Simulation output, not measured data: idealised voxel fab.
The following is a process module called voxel ribs on slabs.
The width of the displayed cross-section, cut, is 260 nm; its cells are square, with a size of 5 nm.
A cross-section in this document is a grid of square cells, and it is written down as bands, the top band listed before the ones below it; a band is made up of one or more rows of cells.
Read a band's entry like this: the first values are the height of its top and the height of its bottom in nm, and what follows is the sequence of materials from left to right, each with its width in nm. Note that "blank" is empty space, and that a single material marked "everywhere" reaches across the band from edge to edge.
Height datum 0, below which the as-received substrate wafer is one material. Lowest band open at the bottom, running downward: "z 0 and below".
The two numbers in a width such as "30 to 40" mark its ends across the band: the first belongs to the top row of cells, the second to the bottom row, and from each row to the next the width moves by the same amount.
"nothing altered" -> step changed no cross-section cell.
What "Fully closed voids" gives you is every empty space of 8 cells or more that is cut off from the top. Each appears as width x height at distance, with the distance taken from the left edge and width, height and distance all in nm.
Text after the settings on a step's line: the simulator's own remark on that step.
Among the settings permitted on a step's line is "overlay nm"; applied to a step with a mask, it specifies the extent to which the mask lay to the right of its planned position, whereas a negative figure signifies a position to the left.

Below is the list of planned process steps
| 1 | RECEIVE | material Si |
| 2 | DIRECTIONAL_DEP | material SiO2 | thk nm 20 |
| 3 | DIRECTIONAL_DEP | material polySi | thk nm 25 |
| 4 | MASKED_ETCH | tone cover | mask id RIB | width nm 15 | etch materials polySi | depth nm 20 | overlay nm 0 |
| 5 | PATTERN | tone cover | mask id SLAB | material resist | width nm 75 | thk nm 20 | overlay nm 0 |
| 6 | DIRECTIONAL_ETCH | etch materials polySi | depth nm 5 |
| 7 | STRIP | etch materials resist |
| 8 | FILL_DEP | material SiO2 | thk nm 25 |
| 9 | CMP | height nm 65 |
| 10 | DIRECTIONAL_DEP | material W | thk nm 5 |
| 11 | MASKED_ETCH | tone cover | mask id HEATER | width nm 25 | etch materials W | depth nm 5 | overlay nm 0 |
| 12 | CONFORMAL_DEP | material SiN | thk nm 5 |
varied across the wafers: thk nm of step 12. The plan shows the first wafer's value. All wafers start alike

First of several wafers (as received, post step 1), cross-sectional view
> z 0 and below = Si everywhere
> Fully closed voids: none

Cross-section, first of several wafers, end of module, after last step 12
> z 75 to 70 = blank 110 | SiN 35 | blank 115
> z 70 to 65 = SiN 115 | W 25 | SiN 120
> z 65 to 45 = SiO2 everywhere
> z 45 to 25 = SiO2 120 | polySi 15 | SiO2 125
> z 25 to 20 = SiO2 90 | polySi 75 | SiO2 95
> z 20 to 0 = SiO2 everywhere
> z 0 and below = Si everywhere
> Fully closed voids: none

Last wafer of the set, cross-sectioned at end of module
> z 90 to 85 = blank 95 | SiN 65 | blank 100
> z 85 to 70 = SiN everywhere
> z 70 to 65 = SiN 115 | W 25 | SiN 120
> z 65 to 45 = SiO2 everywhere
> z 45 to 25 = SiO2 120 | polySi 15 | SiO2 125
> z 25 to 20 = SiO2 90 | polySi 75 | SiO2 95
> z 20 to 0 = SiO2 everywhere
> z 0 and below = Si everywhere
> Fully closed voids: none

Row per wafer, end-of-module: cell gain (+)/loss (-) by material since the wafer came in, then closed voids
thk nm 5, +54 SiN, +649 SiO2, +5 W, +27 polySi, Fully closed voids: none
thk nm 10, +108 SiN, +649 SiO2, +5 W, +27 polySi, Fully closed voids: none
thk nm 15, +162 SiN, +649 SiO2, +5 W, +27 polySi, Fully closed voids: none
thk nm 20, +216 SiN, +649 SiO2, +5 W, +27 polySi, Fully closed voids: none
